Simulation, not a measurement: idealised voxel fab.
A process module follows: voxel wiring stack.
Square cell edge 5 nm, section width 155 nm, ID cut.
Cross-section format: a grid of square cells, given as bands from top to bottom; each band is one or more rows of cells. Look at the band entry: it leads with the top's height and the bottom's height in nm. Then it lists the materials left to right, with a width in nm for each. The word "edge to edge" on a single material says that material fills the band edge to edge. The word "empty" is empty space. A quick word on heights: they are counted from 0, and under that level the wafer as it came to us is one material throughout. The lowest band is different from the rest in having no bottom; it simply continues downward, written as in "z 0 and below". So if you see something like "30..40" for the width, read it as the top row of the band sitting at the first number and the bottom row at the second, with every row in between moving by the same amount as the last. Step note "nothing was modified" = no cross-section cell changed. In the "Closed-off voids" entry, you get each enclosed empty space of 8 cells or more, one with no open way to the top, written width x height at distance, distance from the left edge, in nm. That trailing text on a step's line, after the settings, is the simulator's own remark on the step. The line of a step may include "overlay nm". On a step with a mask, this value is how far to the right of its planned place the mask lay. A negative value means the mask lay to the left.

### Planned process steps
1,RECEIVE | material Si
2,CONFORMAL_DEP | material SiO2 | thk nm 15
3,CONFORMAL_DEP | material SiCN | thk nm 5
4,DIRECTIONAL_DEP | material lowk | thk nm 20
5,PATTERN | tone open | mask id METAL_1 | material resist | width nm 20 | pitch nm 40 | thk nm 20 | overlay nm 0
6,DIRECTIONAL_ETCH | etch materials lowk | depth nm 20
7,DIRECTIONAL_ETCH | etch materials SiCN | depth nm 5
8,STRIP | etch materials resist
9,CONFORMAL_DEP | material TiN | thk nm 5
10,FILL_DEP | material W | thk nm 10
11,CMP | height nm 40
12,CONFORMAL_DEP | material SiCN | thk nm 5
13,DIRECTIONAL_DEP | material lowk | thk nm 15
14,MASKED_ETCH | tone open | mask id PLUG_1 | width nm 15 | pitch nm 40 | etch materials lowk | depth nm 15 | overlay nm 0
15,MASKED_ETCH | tone open | mask id PLUG_1 | width nm 15 | pitch nm 40 | etch materials SiCN | depth nm 5 | overlay nm 0
16,EPI | material Ru | thk nm 10
17,EPI | material Ru | thk nm 10
18,CONFORMAL_DEP | material SiCN | thk nm 5
19,DIRECTIONAL_DEP | material SiO2 | thk nm 25
20,DIRECTIONAL_DEP | material aC | thk nm 10
21,PATTERN | tone open | mask id METAL_2 | material resist | width nm 20 | pitch nm 40 | thk nm 25 | overlay nm 0
22,DIRECTIONAL_ETCH | etch materials aC | depth nm 10
23,STRIP | etch materials resist
24,DIRECTIONAL_ETCH | etch materials SiO2 | depth nm 25
25,DIRECTIONAL_ETCH | etch materials SiCN | depth nm 5
26,STRIP | etch materials aC
27,CONFORMAL_DEP | material TiN | thk nm 5
28,FILL_DEP | material W | thk nm 10
29,CMP | height nm 90
30,CONFORMAL_DEP | material SiCN | thk nm 5
31,DIRECTIONAL_DEP | material SiO2 | thk nm 15
32,MASKED_ETCH | tone open | mask id PLUG_2 | width nm 15 | pitch nm 40 | etch materials SiO2 | depth nm 15 | overlay nm 0
33,MASKED_ETCH | tone open | mask id PLUG_2 | width nm 15 | pitch nm 40 | etch materials SiCN | depth nm 5 | overlay nm 0
34,EPI | material Ru | thk nm 10
35,EPI | material Ru | thk nm 10
36,CONFORMAL_DEP | material SiCN | thk nm 5
37,DIRECTIONAL_DEP | material lowk | thk nm 15
38,DIRECTIONAL_DEP | material aC | thk nm 10
39,PATTERN | tone open | mask id METAL_3 | material resist | width nm 20 | pitch nm 40 | thk nm 30 | overlay nm 0
40,DIRECTIONAL_ETCH | etch materials aC | depth nm 10
41,STRIP | etch materials resist
42,DIRECTIONAL_ETCH | etch materials lowk | depth nm 15
43,DIRECTIONAL_ETCH | etch materials SiCN | depth nm 5
44,STRIP | etch materials aC
45,CONFORMAL_DEP | material TiN | thk nm 5
46,FILL_DEP | material Cu | thk nm 5
47,CMP | height nm 130
48,EPI | material Ru | thk nm 5
49,FILL_DEP | material SiCN | thk nm 5

### Shown in cross-section is the wafer as received, that is, as it stands after step 1
    z 0 and below | Si edge to edge
    Closed-off voids: none

### Result of the module, cross-sectioned: start per above, plan per above, one error in how it was run
    z 140 to 135 | SiCN edge to edge
    z 135 to 130 | SiCN=20  Ru=30  SiCN=10  Ru=30  SiCN=10  Ru=30  SiCN=25
    z 130 to 115 | lowk=25  TiN=5  Cu=10  TiN=5  lowk=20  TiN=5  Cu=10  TiN=5  lowk=20  TiN=5  Cu=10  TiN=5  lowk=30
    z 115 to 105 | SiCN=25..30  TiN=20..5  SiCN=20..35  TiN=20..5  SiCN=20..35  TiN=20..5  SiCN=30..40
    z 105 to 90 | SiO2 edge to edge
    z 90 to 65 | SiO2=25  TiN=5  W=10  TiN=5  SiO2=20  TiN=5  W=10  TiN=5  SiO2=20  TiN=5  W=10  TiN=5  SiO2=30
    z 65 to 60 | SiCN=25  TiN=20  SiCN=20  TiN=20  SiCN=20  TiN=20  SiCN=30
    z 60 to 45 | lowk=25  Ru=15  lowk=25  Ru=15  lowk=25  Ru=15  lowk=35
    z 45 to 40 | SiCN=25  Ru=15  SiCN=25  Ru=15  SiCN=25  Ru=15  SiCN=35
    z 40 to 20 | lowk=25  TiN=5  W=10  TiN=5  lowk=20  TiN=5  W=10  TiN=5  lowk=20  TiN=5  W=10  TiN=5  lowk=30
    z 20 to 15 | SiCN=25  TiN=20  SiCN=20  TiN=20  SiCN=20  TiN=20  SiCN=30
    z 15 to 0 | SiO2 edge to edge
    z 0 and below | Si edge to edge
    Closed-off voids: none
Diagnosis: so 30 and 31 got swapped relative to the plan, each ran where the other was supposed to
